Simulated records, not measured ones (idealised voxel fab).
process module | voxel wiring stack
cross-section cut | 175 nm wide | cells 5 nm
A cross-section is a grid of square cells, given in bands from the top down. A band is one or more rows of cells.
Each band's line starts with the height of the band's top and of its bottom, in nm. Then come its materials from left to right, each with its width in nm. One material with "throughout" fills the band from edge to edge. "air" is empty space.
Height 0 is the level under which the wafer as received is all one material. The lowest band goes on downwards, as in "0 down".
A width such as "30 to 40" changes by the same amount from each row of cells to the next, from the band's top row to its bottom row.
"no change" after a step means that no cell of the cross-section changed.
closed voids: empty space of 8 cells or more with no open way to the top, each as width x height at its distance from the left edge, in nm
after a step's settings: what the simulator itself notes on the step
overlay nm, on a step with a mask: how far to the right of its planned place the mask lay; to the left if negative
Each pair below shows a cross-section before one step and the cross-section after it, down to the lowest band that changed. The line under each pair gives the step between them, with its settings. The pairs can come from different runs of this module on the same starting wafer, so a pair continues from the pair above only where its "before" says so.
before
  130 to 120: air 45 | aC 30 | air 20 | aC 30 | air 50
  120 to 100: air 45 | Ru 30 | air 20 | Ru 30 | air 50
  100 to 95: TiN throughout
  95 to 85: lowk 45 | Ru 15 | lowk 115
  85 to 80: SiCN 45 | Ru 15 | SiCN 115
  80 to 70: SiO2 45 | TiN 5 | Ru 20 | TiN 5 | SiO2 20 | TiN 5 | Ru 20 | TiN 5 | SiO2 50
  70 to 65: SiO2 45 | TiN 5 | Ru 5 | TiN 20 | SiO2 20 | TiN 5 | Ru 5 | TiN 20 | SiO2 50
  65 to 50: SiO2 45 | TiN 5 | Ru 5 | TiN 5 | SiO2 35 | TiN 5 | Ru 5 | TiN 5 | SiO2 65
  50 to 45: SiCN 45 | TiN 15 | SiCN 35 | TiN 15 | SiCN 65
  45 to 35: lowk 45 | Ru 30 | lowk 20 | Ru 30 | lowk 50
  35 to 30: lowk 45 | TiN 30 | lowk 20 | TiN 30 | lowk 50
  30 to 0: SiO2 throughout
  0 down: Si throughout
  closed voids: none
after
  130 to 120: air 45 | aC 30 | air 20 | aC 30 | air 50
  120 to 100: air 45 | Ru 30 | air 20 | Ru 30 | air 50
  100 to 95: air 45 | TiN 30 | air 20 | TiN 30 | air 50
  below 95: unchanged
  closed voids: none
the step between: op DIRECTIONAL_ETCH | etch materials TiN | depth nm 5
before: the cross-section after the pair above
after
  120 to 100: air 45 | Ru 30 | air 20 | Ru 30 | air 50
  below 100: unchanged
  closed voids: none
the step between: op STRIP | etch materials aC
before: the cross-section after the pair above
after
  125 to 120: lowk throughout
  120 to 100: lowk 45 | Ru 30 | lowk 20 | Ru 30 | lowk 50
  100 to 95: lowk 45 | TiN 30 | lowk 20 | TiN 30 | lowk 50
  below 95: unchanged
  closed voids: none
the step between: op FILL_DEP | material lowk | thk nm 5
before: the cross-section after the pair above
after
  120 to 100: lowk 45 | Ru 30 | lowk 20 | Ru 30 | lowk 50
  below 100: unchanged
  closed voids: none
the step between: op CMP | height nm 120
before: the cross-section after the pair above
after
  125 to 120: SiCN throughout
  below 120: unchanged
  closed voids: none
the step between: op CONFORMAL_DEP | material SiCN | thk nm 5
before
  80 to 70: SiO2 45 | TiN 5 | Ru 20 | TiN 5 | SiO2 20 | TiN 5 | Ru 20 | TiN 5 | SiO2 50
  70 to 65: SiO2 45 | TiN 5 | Ru 5 | TiN 20 | SiO2 20 | TiN 5 | Ru 5 | TiN 20 | SiO2 50
  65 to 50: SiO2 45 | TiN 5 | Ru 5 | TiN 5 | SiO2 35 | TiN 5 | Ru 5 | TiN 5 | SiO2 65
  50 to 45: SiCN 45 | TiN 15 | SiCN 35 | TiN 15 | SiCN 65
  45 to 20: lowk 45 | Ru 30 | lowk 20 | Ru 30 | lowk 50
  20 to 15: lowk 45 | TiN 30 | lowk 20 | TiN 30 | lowk 50
  15 to 0: SiO2 throughout
  0 down: Si throughout
  closed voids: none
after
  90 to 80: lowk throughout
  below 80: unchanged
  closed voids: none
the step between: op DIRECTIONAL_DEP | material lowk | thk nm 10
before: the cross-section after the pair above
after
  95 to 90: SiCN throughout
  below 90: unchanged
  closed voids: none
the step between: op CONFORMAL_DEP | material SiCN | thk nm 5
before: the cross-section after the pair above
after
  115 to 95: resist 45 | air 15 | resist 115
  below 95: unchanged
  closed voids: none
the step between: op PATTERN | tone open | mask id PLUG_2 | material resist | width nm 15 | thk nm 20 | overlay nm 0
before: the cross-section after the pair above
after
  115 to 95: resist 45 | air 15 | resist 115
  95 to 90: SiCN 45 | air 15 | SiCN 115
  below 90: unchanged
  closed voids: none
the step between: op DIRECTIONAL_ETCH | etch materials SiCN | depth nm 5
before: the cross-section after the pair above
after
  95 to 90: SiCN 45 | air 15 | SiCN 115
  below 90: unchanged
  closed voids: none
the step between: op STRIP | etch materials resist
before: the cross-section after the pair above
after
  100 to 95: TiN 45 | air 15 | TiN 115
  95 to 90: SiCN 45 | TiN 15 | SiCN 115
  below 90: unchanged
  closed voids: none
the step between: op DIRECTIONAL_DEP | material TiN | thk nm 5
before: the cross-section after the pair above
after
  120 to 115: Ru 45 | air 15 | Ru 115
  115 to 100: Ru throughout
  100 to 95: TiN 45 | Ru 15 | TiN 115
  below 95: unchanged
  closed voids: none
the step between: op DIRECTIONAL_DEP | material Ru | thk nm 20
before: the cross-section after the pair above
after
  130 to 125: aC 45 | air 15 | aC 115
  125 to 120: aC throughout
  120 to 115: Ru 45 | aC 15 | Ru 115
  below 115: unchanged
  closed voids: none
the step between: op DIRECTIONAL_DEP | material aC | thk nm 10
before: the cross-section after the pair above
after
  160 to 130: air 45 | resist 30 | air 20 | resist 30 | air 50
  130 to 125: aC 45 | resist 15 | aC 115
  below 125: unchanged
  closed voids: none
the step between: op PATTERN | tone cover | mask id METAL_3 | material resist | width nm 30 | pitch nm 50 | thk nm 30 | overlay nm 0
before: the cross-section after the pair above
after
  150 to 130: air 45 | resist 30 | air 20 | resist 30 | air 50
  130 to 125: air 45 | resist 15 | aC 15 | air 20 | aC 30 | air 50
  125 to 120: air 45 | aC 30 | air 20 | aC 30 | air 50
  below 120: unchanged
  closed voids: none
the step between: op DIRECTIONAL_ETCH | etch materials aC | depth nm 10
before: the cross-section after the pair above
after
  130 to 120: air 60 to 45 | aC 15 to 30 | air 20 | aC 30 | air 50
  below 120: unchanged
  closed voids: none
the step between: op STRIP | etch materials resist
before: the cross-section after the pair above
after
  130 to 120: air 60 to 45 | aC 15 to 30 | air 20 | aC 30 | air 50
  120 to 115: air 45 | aC 15 | Ru 15 | air 20 | Ru 30 | air 50
  115 to 100: air 45 | Ru 30 | air 20 | Ru 30 | air 50
  below 100: unchanged
  closed voids: none
the step between: op DIRECTIONAL_ETCH | etch materials Ru | depth nm 20
before: the cross-section after the pair above
after
  130 to 120: air 60 to 45 | aC 15 to 30 | air 20 | aC 30 | air 50
  120 to 115: air 45 | aC 15 | Ru 15 | air 20 | Ru 30 | air 50
  115 to 100: air 45 | Ru 30 | air 20 | Ru 30 | air 50
  100 to 95: air 45 | Ru 15 | TiN 15 | air 20 | TiN 30 | air 50
  below 95: unchanged
  closed voids: none
the step between: op DIRECTIONAL_ETCH | etch materials TiN | depth nm 5
before: the cross-section after the pair above
after
  120 to 115: air 60 | Ru 15 | air 20 | Ru 30 | air 50
  below 115: unchanged
  closed voids: none
the step between: op STRIP | etch materials aC
before: the cross-section after the pair above
after
  125 to 120: lowk throughout
  120 to 115: lowk 60 | Ru 15 | lowk 20 | Ru 30 | lowk 50
  115 to 100: lowk 45 | Ru 30 | lowk 20 | Ru 30 | lowk 50
  100 to 95: lowk 45 | Ru 15 | TiN 15 | lowk 20 | TiN 30 | lowk 50
  below 95: unchanged
  closed voids: none
the step between: op FILL_DEP | material lowk | thk nm 5
before: the cross-section after the pair above
after
  120 to 115: lowk 60 | Ru 15 | lowk 20 | Ru 30 | lowk 50
  below 115: unchanged
  closed voids: none
the step between: op CMP | height nm 120
before: the cross-section after the pair above
after
  125 to 120: SiCN throughout
  below 120: unchanged
  closed voids: none
the step between: op CONFORMAL_DEP | material SiCN | thk nm 5
before
  120 to 100: lowk 45 | Ru 30 | lowk 20 | Ru 30 | lowk 50
  100 to 95: lowk 45 | TiN 30 | lowk 20 | TiN 30 | lowk 50
  95 to 85: lowk 45 | Ru 15 | lowk 115
  85 to 80: SiCN 45 | Ru 15 | SiCN 115
  80 to 70: SiO2 45 | TiN 5 | Ru 20 | TiN 5 | SiO2 20 | TiN 5 | Ru 20 | TiN 5 | SiO2 50
  70 to 65: SiO2 45 | TiN 5 | Ru 5 | TiN 20 | SiO2 20 | TiN 5 | Ru 5 | TiN 20 | SiO2 50
  65 to 50: SiO2 45 | TiN 5 | Ru 5 | TiN 5 | SiO2 35 | TiN 5 | Ru 5 | TiN 5 | SiO2 65
  50 to 45: SiCN 45 | TiN 15 | SiCN 35 | TiN 15 | SiCN 65
  45 to 20: lowk 45 | Ru 30 | lowk 20 | Ru 30 | lowk 50
  20 to 15: lowk 45 | TiN 30 | lowk 20 | TiN 30 | lowk 50
  15 to 0: SiO2 throughout
  0 down: Si throughout
  closed voids: none
after
  135 to 120: SiCN throughout
  below 120: unchanged
  closed voids: none
the step between: op CONFORMAL_DEP | material SiCN | thk nm 15
before
  80 to 50: SiO2 throughout
  50 to 45: SiCN throughout
  45 to 20: lowk 45 | Ru 30 | lowk 20 | Ru 30 | lowk 50
  20 to 15: lowk 45 | TiN 30 | lowk 20 | TiN 30 | lowk 50
  15 to 0: SiO2 throughout
  0 down: Si throughout
  closed voids: none
after
  80 to 65: SiO2 45 | air 35 | SiO2 15 | air 35 | SiO2 45
  below 65: unchanged
  closed voids: none
the step between: op MASKED_ETCH | tone open | mask id METAL_2 | width nm 35 | pitch nm 50 | etch materials SiO2 | depth nm 15 | overlay nm 0
before: the cross-section after the pair above
after
  100 to 80: resist 45 | air 15 | resist 35 | air 15 | resist 65
  80 to 65: SiO2 45 | air 15 | resist 20 | SiO2 15 | air 15 | resist 20 | SiO2 45
  below 65: unchanged
  closed voids: none
the step between: op PATTERN | tone open | mask id METAL_2_HOLES | material resist | width nm 15 | pitch nm 50 | thk nm 20 | overlay nm 0
before: the cross-section after the pair above
after
  100 to 80: resist 45 | air 15 | resist 35 | air 15 | resist 65
  80 to 65: SiO2 45 | air 15 | resist 20 | SiO2 15 | air 15 | resist 20 | SiO2 45
  65 to 50: SiO2 45 | air 15 | SiO2 35 | air 15 | SiO2 65
  below 50: unchanged
  closed voids: none
the step between: op DIRECTIONAL_ETCH | etch materials SiO2 | depth nm 15
before: the cross-section after the pair above
after
  100 to 80: resist 45 | air 15 | resist 35 | air 15 | resist 65
  80 to 65: SiO2 45 | air 15 | resist 20 | SiO2 15 | air 15 | resist 20 | SiO2 45
  65 to 50: SiO2 45 | air 15 | SiO2 35 | air 15 | SiO2 65
  50 to 45: SiCN 45 | air 15 | SiCN 35 | air 15 | SiCN 65
  below 45: unchanged
  closed voids: none
the step between: op DIRECTIONAL_ETCH | etch materials SiCN | depth nm 5
before: the cross-section after the pair above
after
  80 to 65: SiO2 45 | air 35 | SiO2 15 | air 35 | SiO2 45
  below 65: unchanged
  closed voids: none
the step between: op STRIP | etch materials resist
before: the cross-section after the pair above
after
  85 to 80: TiN 50 | air 25 | TiN 25 | air 25 | TiN 50
  80 to 70: SiO2 45 | TiN 5 | air 25 | TiN 5 | SiO2 15 | TiN 5 | air 25 | TiN 5 | SiO2 45
  70 to 65: SiO2 45 | TiN 5 | air 5 | TiN 25 | SiO2 15 | TiN 5 | air 5 | TiN 25 | SiO2 45
  65 to 50: SiO2 45 | TiN 5 | air 5 | TiN 5 | SiO2 35 | TiN 5 | air 5 | TiN 5 | SiO2 65
  50 to 45: SiCN 45 | TiN 15 | SiCN 35 | TiN 15 | SiCN 65
  below 45: unchanged
  closed voids: none
the step between: op CONFORMAL_DEP | material TiN | thk nm 5
before: the cross-section after the pair above
after
  95 to 85: Ru throughout
  85 to 80: TiN 50 | Ru 25 | TiN 25 | Ru 25 | TiN 50
  80 to 70: SiO2 45 | TiN 5 | Ru 25 | TiN 5 | SiO2 15 | TiN 5 | Ru 25 | TiN 5 | SiO2 45
  70 to 65: SiO2 45 | TiN 5 | Ru 5 | TiN 25 | SiO2 15 | TiN 5 | Ru 5 | TiN 25 | SiO2 45
  65 to 50: SiO2 45 | TiN 5 | Ru 5 | TiN 5 | SiO2 35 | TiN 5 | Ru 5 | TiN 5 | SiO2 65
  below 50: unchanged
  closed voids: none
the step between: op FILL_DEP | material Ru | thk nm 10
before: the cross-section after the pair above
after
  80 to 70: SiO2 45 | TiN 5 | Ru 25 | TiN 5 | SiO2 15 | TiN 5 | Ru 25 | TiN 5 | SiO2 45
  below 70: unchanged
  closed voids: none
the step between: op CMP | height nm 80
before: the cross-section after the pair above
after
  85 to 80: SiCN throughout
  below 80: unchanged
  closed voids: none
the step between: op CONFORMAL_DEP | material SiCN | thk nm 5
before: the cross-section after the pair above
after
  95 to 85: lowk throughout
  below 85: unchanged
  closed voids: none
the step between: op DIRECTIONAL_DEP | material lowk | thk nm 10
before: the cross-section after the pair above
after
  115 to 95: resist 45 | air 15 | resist 115
  below 95: unchanged
  closed voids: none
the step between: op PATTERN | tone open | mask id PLUG_2 | material resist | width nm 15 | thk nm 20 | overlay nm 0
before: the cross-section after the pair above
after
  115 to 95: resist 45 | air 15 | resist 115
  95 to 85: lowk 45 | air 15 | lowk 115
  below 85: unchanged
  closed voids: none
the step between: op DIRECTIONAL_ETCH | etch materials lowk | depth nm 10
before: the cross-section after the pair above
after
  115 to 95: resist 45 | air 15 | resist 115
  95 to 85: lowk 45 | air 15 | lowk 115
  85 to 80: SiCN 45 | air 15 | SiCN 115
  below 80: unchanged
  closed voids: none
the step between: op DIRECTIONAL_ETCH | etch materials SiCN | depth nm 5
before: the cross-section after the pair above
after
  95 to 85: lowk 45 | air 15 | lowk 115
  below 85: unchanged
  closed voids: none
the step between: op STRIP | etch materials resist
before: the cross-section after the pair above
after
  95 to 90: lowk 45 | air 15 | lowk 115
  90 to 85: lowk 45 | Ru 15 | lowk 115
  85 to 80: SiCN 45 | Ru 15 | SiCN 115
  below 80: unchanged
  closed voids: none
the step between: op EPI | material Ru | thk nm 10
before: the cross-section after the pair above
after
  95 to 85: lowk 45 | Ru 15 | lowk 115
  below 85: unchanged
  closed voids: none
the step between: op EPI | material Ru | thk nm 5
before: the cross-section after the pair above
after
  100 to 95: TiN throughout
  below 95: unchanged
  closed voids: none
the step between: op DIRECTIONAL_DEP | material TiN | thk nm 5
before: the cross-section after the pair above
after
  120 to 100: Ru throughout
  below 100: unchanged
  closed voids: none
the step between: op DIRECTIONAL_DEP | material Ru | thk nm 20
before: the cross-section after the pair above
after
  130 to 120: aC throughout
  below 120: unchanged
  closed voids: none
the step between: op DIRECTIONAL_DEP | material aC | thk nm 10
before: the cross-section after the pair above
after
  160 to 130: air 45 | resist 30 | air 20 | resist 30 | air 50
  below 130: unchanged
  closed voids: none
the step between: op PATTERN | tone cover | mask id METAL_3 | material resist | width nm 30 | pitch nm 50 | thk nm 30 | overlay nm 0
before: the cross-section after the pair above
after
  150 to 130: air 45 | resist 30 | air 20 | resist 30 | air 50
  130 to 120: air 45 | aC 30 | air 20 | aC 30 | air 50
  below 120: unchanged
  closed voids: none
the step between: op DIRECTIONAL_ETCH | etch materials aC | depth nm 10
before: the cross-section after the pair above
after
  130 to 120: air 45 | aC 30 | air 20 | aC 30 | air 50
  below 120: unchanged
  closed voids: none
the step between: op STRIP | etch materials resist
before: the cross-section after the pair above
after
  130 to 120: air 45 | aC 30 | air 20 | aC 30 | air 50
  120 to 100: air 45 | Ru 30 | air 20 | Ru 30 | air 50
  below 100: unchanged
  closed voids: none
the step between: op DIRECTIONAL_ETCH | etch materials Ru | depth nm 20
before: the cross-section after the pair above
after
  130 to 120: air 45 | aC 30 | air 20 | aC 30 | air 50
  120 to 100: air 45 | Ru 30 | air 20 | Ru 30 | air 50
  100 to 95: air 45 | TiN 30 | air 20 | TiN 30 | air 50
  below 95: unchanged
  closed voids: none
the step between: op DIRECTIONAL_ETCH | etch materials TiN | depth nm 5
before: the cross-section after the pair above
after
  120 to 100: air 45 | Ru 30 | air 20 | Ru 30 | air 50
  below 100: unchanged
  closed voids: none
the step between: op STRIP | etch materials aC
before: the cross-section after the pair above
after
  125 to 120: lowk throughout
  120 to 100: lowk 45 | Ru 30 | lowk 20 | Ru 30 | lowk 50
  100 to 95: lowk 45 | TiN 30 | lowk 20 | TiN 30 | lowk 50
  below 95: unchanged
  closed voids: none
the step between: op FILL_DEP | material lowk | thk nm 5
before: the cross-section after the pair above
after
  120 to 100: lowk 45 | Ru 30 | lowk 20 | Ru 30 | lowk 50
  below 100: unchanged
  closed voids: none
the step between: op CMP | height nm 120
before: the cross-section after the pair above
after
  125 to 120: SiCN throughout
  below 120: unchanged
  closed voids: none
the step between: op CONFORMAL_DEP | material SiCN | thk nm 5
before
  60 to 45: aC throughout
  45 to 20: Ru throughout
  20 to 15: TiN throughout
  15 to 0: SiO2 throughout
  0 down: Si throughout
  closed voids: none
after
  90 to 60: air 40 | resist 30 | air 20 | resist 30 | air 55
  below 60: unchanged
  closed voids: none
the step between: op PATTERN | tone cover | mask id METAL_1 | material resist | width nm 30 | pitch nm 50 | thk nm 30 | overlay nm -5
before: the cross-section after the pair above
after
  75 to 60: air 40 | resist 30 | air 20 | resist 30 | air 55
  60 to 45: air 40 | aC 30 | air 20 | aC 30 | air 55
  below 45: unchanged
  closed voids: none
the step between: op DIRECTIONAL_ETCH | etch materials aC | depth nm 15
before: the cross-section after the pair above
after
  60 to 45: air 40 | aC 30 | air 20 | aC 30 | air 55
  below 45: unchanged
  closed voids: none
the step between: op STRIP | etch materials resist
before: the cross-section after the pair above
after
  60 to 45: air 40 | aC 30 | air 20 | aC 30 | air 55
  45 to 20: air 40 | Ru 30 | air 20 | Ru 30 | air 55
  below 20: unchanged
  closed voids: none
the step between: op DIRECTIONAL_ETCH | etch materials Ru | depth nm 25
before: the cross-section after the pair above
after
  60 to 45: air 40 | aC 30 | air 20 | aC 30 | air 55
  45 to 20: air 40 | Ru 30 | air 20 | Ru 30 | air 55
  20 to 15: air 40 | TiN 30 | air 20 | TiN 30 | air 55
  below 15: unchanged
  closed voids: none
the step between: op DIRECTIONAL_ETCH | etch materials TiN | depth nm 5
before: the cross-section after the pair above
after
  45 to 20: air 40 | Ru 30 | air 20 | Ru 30 | air 55
  below 20: unchanged
  closed voids: none
the step between: op STRIP | etch materials aC
before: the cross-section after the pair above
after
  55 to 45: lowk throughout
  45 to 20: lowk 40 | Ru 30 | lowk 20 | Ru 30 | lowk 55
  20 to 15: lowk 40 | TiN 30 | lowk 20 | TiN 30 | lowk 55
  below 15: unchanged
  closed voids: none
the step between: op FILL_DEP | material lowk | thk nm 10
before: the cross-section after the pair above
after
  45 to 20: lowk 40 | Ru 30 | lowk 20 | Ru 30 | lowk 55
  below 20: unchanged
  closed voids: none
the step between: op CMP | height nm 45
before: the cross-section after the pair above
after
  50 to 45: SiCN throughout
  below 45: unchanged
  closed voids: none
the step between: op CONFORMAL_DEP | material SiCN | thk nm 5
before: the cross-section after the pair above
after
  80 to 50: SiO2 throughout
  below 50: unchanged
  closed voids: none
the step between: op DIRECTIONAL_DEP | material SiO2 | thk nm 30
before: the cross-section after the pair above
after
  80 to 65: SiO2 45 | air 30 | SiO2 20 | air 30 | SiO2 50
  below 65: unchanged
  closed voids: none
the step between: op MASKED_ETCH | tone open | mask id METAL_2 | width nm 30 | pitch nm 50 | etch materials SiO2 | depth nm 15 | overlay nm 0
before: the cross-section after the pair above
after
  100 to 80: resist 45 | air 15 | resist 35 | air 15 | resist 65
  80 to 65: SiO2 45 | air 15 | resist 15 | SiO2 20 | air 15 | resist 15 | SiO2 50
  below 65: unchanged
  closed voids: none
the step between: op PATTERN | tone open | mask id METAL_2_HOLES | material resist | width nm 15 | pitch nm 50 | thk nm 20 | overlay nm 0
before: the cross-section after the pair above
after
  100 to 80: resist 45 | air 15 | resist 35 | air 15 | resist 65
  80 to 65: SiO2 45 | air 15 | resist 15 | SiO2 20 | air 15 | resist 15 | SiO2 50
  65 to 50: SiO2 45 | air 15 | SiO2 35 | air 15 | SiO2 65
  below 50: unchanged
  closed voids: none
the step between: op DIRECTIONAL_ETCH | etch materials SiO2 | depth nm 15
before: the cross-section after the pair above
after
  100 to 80: resist 45 | air 15 | resist 35 | air 15 | resist 65
  80 to 65: SiO2 45 | air 15 | resist 15 | SiO2 20 | air 15 | resist 15 | SiO2 50
  65 to 50: SiO2 45 | air 15 | SiO2 35 | air 15 | SiO2 65
  50 to 45: SiCN 45 | air 15 | SiCN 35 | air 15 | SiCN 65
  below 45: unchanged
  closed voids: none
the step between: op DIRECTIONAL_ETCH | etch materials SiCN | depth nm 5
before: the cross-section after the pair above
after
  80 to 65: SiO2 45 | air 30 | SiO2 20 | air 30 | SiO2 50
  below 65: unchanged
  closed voids: none
the step between: op STRIP | etch materials resist
before: the cross-section after the pair above
after
  85 to 80: TiN 50 | air 20 | TiN 30 | air 20 | TiN 55
  80 to 70: SiO2 45 | TiN 5 | air 20 | TiN 5 | SiO2 20 | TiN 5 | air 20 | TiN 5 | SiO2 50
  70 to 65: SiO2 45 | TiN 5 | air 5 | TiN 20 | SiO2 20 | TiN 5 | air 5 | TiN 20 | SiO2 50
  65 to 50: SiO2 45 | TiN 5 | air 5 | TiN 5 | SiO2 35 | TiN 5 | air 5 | TiN 5 | SiO2 65
  50 to 45: SiCN 45 | TiN 15 | SiCN 35 | TiN 15 | SiCN 65
  below 45: unchanged
  closed voids: none
the step between: op CONFORMAL_DEP | material TiN | thk nm 5
before: the cross-section after the pair above
after
  95 to 85: Ru throughout
  85 to 80: TiN 50 | Ru 20 | TiN 30 | Ru 20 | TiN 55
  80 to 70: SiO2 45 | TiN 5 | Ru 20 | TiN 5 | SiO2 20 | TiN 5 | Ru 20 | TiN 5 | SiO2 50
  70 to 65: SiO2 45 | TiN 5 | Ru 5 | TiN 20 | SiO2 20 | TiN 5 | Ru 5 | TiN 20 | SiO2 50
  65 to 50: SiO2 45 | TiN 5 | Ru 5 | TiN 5 | SiO2 35 | TiN 5 | Ru 5 | TiN 5 | SiO2 65
  below 50: unchanged
  closed voids: none
the step between: op FILL_DEP | material Ru | thk nm 10
before: the cross-section after the pair above
after
  80 to 70: SiO2 45 | TiN 5 | Ru 20 | TiN 5 | SiO2 20 | TiN 5 | Ru 20 | TiN 5 | SiO2 50
  below 70: unchanged
  closed voids: none
the step between: op CMP | height nm 80
before: the cross-section after the pair above
after
  85 to 80: SiCN throughout
  below 80: unchanged
  closed voids: none
the step between: op CONFORMAL_DEP | material SiCN | thk nm 5
before: the cross-section after the pair above
after
  95 to 85: lowk throughout
  below 85: unchanged
  closed voids: none
the step between: op DIRECTIONAL_DEP | material lowk | thk nm 10
before: the cross-section after the pair above
after
  115 to 95: resist 45 | air 15 | resist 115
  below 95: unchanged
  closed voids: none
the step between: op PATTERN | tone open | mask id PLUG_2 | material resist | width nm 15 | thk nm 20 | overlay nm 0
before: the cross-section after the pair above
after
  115 to 95: resist 45 | air 15 | resist 115
  95 to 85: lowk 45 | air 15 | lowk 115
  below 85: unchanged
  closed voids: none
the step between: op DIRECTIONAL_ETCH | etch materials lowk | depth nm 10
before: the cross-section after the pair above
after
  115 to 95: resist 45 | air 15 | resist 115
  95 to 85: lowk 45 | air 15 | lowk 115
  85 to 80: SiCN 45 | air 15 | SiCN 115
  below 80: unchanged
  closed voids: none
the step between: op DIRECTIONAL_ETCH | etch materials SiCN | depth nm 5
before: the cross-section after the pair above
after
  95 to 85: lowk 45 | air 15 | lowk 115
  below 85: unchanged
  closed voids: none
the step between: op STRIP | etch materials resist
before: the cross-section after the pair above
after
  95 to 90: lowk 45 | air 15 | lowk 115
  90 to 85: lowk 45 | Ru 15 | lowk 115
  85 to 80: SiCN 45 | Ru 15 | SiCN 115
  below 80: unchanged
  closed voids: none
the step between: op EPI | material Ru | thk nm 10
before: the cross-section after the pair above
after
  95 to 85: lowk 45 | Ru 15 | lowk 115
  below 85: unchanged
  closed voids: none
the step between: op EPI | material Ru | thk nm 5
before: the cross-section after the pair above
after
  100 to 95: TiN throughout
  below 95: unchanged
  closed voids: none
the step between: op DIRECTIONAL_DEP | material TiN | thk nm 5
before: the cross-section after the pair above
after
  120 to 100: Ru throughout
  below 100: unchanged
  closed voids: none
the step between: op DIRECTIONAL_DEP | material Ru | thk nm 20
before: the cross-section after the pair above
after
  130 to 120: aC throughout
  below 120: unchanged
  closed voids: none
the step between: op DIRECTIONAL_DEP | material aC | thk nm 10
before: the cross-section after the pair above
after
  160 to 130: air 45 | resist 30 | air 20 | resist 30 | air 50
  below 130: unchanged
  closed voids: none
the step between: op PATTERN | tone cover | mask id METAL_3 | material resist | width nm 30 | pitch nm 50 | thk nm 30 | overlay nm 0
before: the cross-section after the pair above
after
  150 to 130: air 45 | resist 30 | air 20 | resist 30 | air 50
  130 to 120: air 45 | aC 30 | air 20 | aC 30 | air 50
  below 120: unchanged
  closed voids: none
the step between: op DIRECTIONAL_ETCH | etch materials aC | depth nm 10
before: the cross-section after the pair above
after
  130 to 120: air 45 | aC 30 | air 20 | aC 30 | air 50
  below 120: unchanged
  closed voids: none
the step between: op STRIP | etch materials resist
before: the cross-section after the pair above
after
  130 to 120: air 45 | aC 30 | air 20 | aC 30 | air 50
  120 to 100: air 45 | Ru 30 | air 20 | Ru 30 | air 50
  below 100: unchanged
  closed voids: none
the step between: op DIRECTIONAL_ETCH | etch materials Ru | depth nm 20
before: the cross-section after the pair above
after
  130 to 120: air 45 | aC 30 | air 20 | aC 30 | air 50
  120 to 100: air 45 | Ru 30 | air 20 | Ru 30 | air 50
  100 to 95: air 45 | TiN 30 | air 20 | TiN 30 | air 50
  below 95: unchanged
  closed voids: none
the step between: op DIRECTIONAL_ETCH | etch materials TiN | depth nm 5
before: the cross-section after the pair above
after
  120 to 100: air 45 | Ru 30 | air 20 | Ru 30 | air 50
  below 100: unchanged
  closed voids: none
the step between: op STRIP | etch materials aC
before: the cross-section after the pair above
after
  125 to 120: lowk throughout
  120 to 100: lowk 45 | Ru 30 | lowk 20 | Ru 30 | lowk 50
  100 to 95: lowk 45 | TiN 30 | lowk 20 | TiN 30 | lowk 50
  below 95: unchanged
  closed voids: none
the step between: op FILL_DEP | material lowk | thk nm 5
before: the cross-section after the pair above
after
  120 to 100: lowk 45 | Ru 30 | lowk 20 | Ru 30 | lowk 50
  below 100: unchanged
  closed voids: none
the step between: op CMP | height nm 120
before: the cross-section after the pair above
after
  125 to 120: SiCN throughout
  below 120: unchanged
  closed voids: none
the step between: op CONFORMAL_DEP | material SiCN | thk nm 5
before
  95 to 85: lowk 45 | Ru 15 | lowk 115
  85 to 80: SiCN 45 | Ru 15 | SiCN 115
  80 to 70: SiO2 45 | TiN 5 | Ru 20 | TiN 5 | SiO2 20 | TiN 5 | Ru 20 | TiN 5 | SiO2 50
  70 to 65: SiO2 45 | TiN 5 | Ru 5 | TiN 20 | SiO2 20 | TiN 5 | Ru 5 | TiN 20 | SiO2 50
  65 to 50: SiO2 45 | TiN 5 | Ru 5 | TiN 5 | SiO2 35 | TiN 5 | Ru 5 | TiN 5 | SiO2 65
  50 to 45: SiCN 45 | TiN 15 | SiCN 35 | TiN 15 | SiCN 65
  45 to 20: lowk 45 | Ru 30 | lowk 20 | Ru 30 | lowk 50
  20 to 15: lowk 45 | TiN 30 | lowk 20 | TiN 30 | lowk 50
  15 to 0: SiO2 throughout
  0 down: Si throughout
  closed voids: none
after
  100 to 95: lowk throughout
  below 95: unchanged
  closed voids: none
the step between: op DIRECTIONAL_DEP | material lowk | thk nm 5
before: the cross-section after the pair above
after
  120 to 100: Ru throughout
  below 100: unchanged
  closed voids: none
the step between: op DIRECTIONAL_DEP | material Ru | thk nm 20
before: the cross-section after the pair above
after
  130 to 120: aC throughout
  below 120: unchanged
  closed voids: none
the step between: op DIRECTIONAL_DEP | material aC | thk nm 10
before: the cross-section after the pair above
after
  160 to 130: air 45 | resist 30 | air 20 | resist 30 | air 50
  below 130: unchanged
  closed voids: none
the step between: op PATTERN | tone cover | mask id METAL_3 | material resist | width nm 30 | pitch nm 50 | thk nm 30 | overlay nm 0
before: the cross-section after the pair above
after
  150 to 130: air 45 | resist 30 | air 20 | resist 30 | air 50
  130 to 120: air 45 | aC 30 | air 20 | aC 30 | air 50
  below 120: unchanged
  closed voids: none
the step between: op DIRECTIONAL_ETCH | etch materials aC | depth nm 10
before: the cross-section after the pair above
after
  130 to 120: air 45 | aC 30 | air 20 | aC 30 | air 50
  below 120: unchanged
  closed voids: none
the step between: op STRIP | etch materials resist
before: the cross-section after the pair above
after
  130 to 120: air 45 | aC 30 | air 20 | aC 30 | air 50
  120 to 100: air 45 | Ru 30 | air 20 | Ru 30 | air 50
  below 100: unchanged
  closed voids: none
the step between: op DIRECTIONAL_ETCH | etch materials Ru | depth nm 20
before: the cross-section after the pair above
after
  120 to 100: air 45 | Ru 30 | air 20 | Ru 30 | air 50
  below 100: unchanged
  closed voids: none
the step between: op STRIP | etch materials aC
before: the cross-section after the pair above
after
  125 to 120: lowk throughout
  120 to 100: lowk 45 | Ru 30 | lowk 20 | Ru 30 | lowk 50
  below 100: unchanged
  closed voids: none
the step between: op FILL_DEP | material lowk | thk nm 5
before: the cross-section after the pair above
after
  120 to 100: lowk 45 | Ru 30 | lowk 20 | Ru 30 | lowk 50
  below 100: unchanged
  closed voids: none
the step between: op CMP | height nm 120
before: the cross-section after the pair above
after
  125 to 120: SiCN throughout
  below 120: unchanged
  closed voids: none
the step between: op CONFORMAL_DEP | material SiCN | thk nm 5
before
  60 to 45: aC throughout
  45 to 20: Ru throughout
  20 to 15: TiN throughout
  15 to 0: SiO2 throughout
  0 down: Si throughout
  closed voids: none
after
  90 to 60: resist 45 | air 30 | resist 20 | air 30 | resist 50
  below 60: unchanged
  closed voids: none
the step between: op PATTERN | tone open | mask id METAL_1 | material resist | width nm 30 | pitch nm 50 | thk nm 30 | overlay nm 0
before: the cross-section after the pair above
after
  75 to 60: resist 45 | air 30 | resist 20 | air 30 | resist 50
  60 to 45: aC 45 | air 30 | aC 20 | air 30 | aC 50
  below 45: unchanged
  closed voids: none
the step between: op DIRECTIONAL_ETCH | etch materials aC | depth nm 15
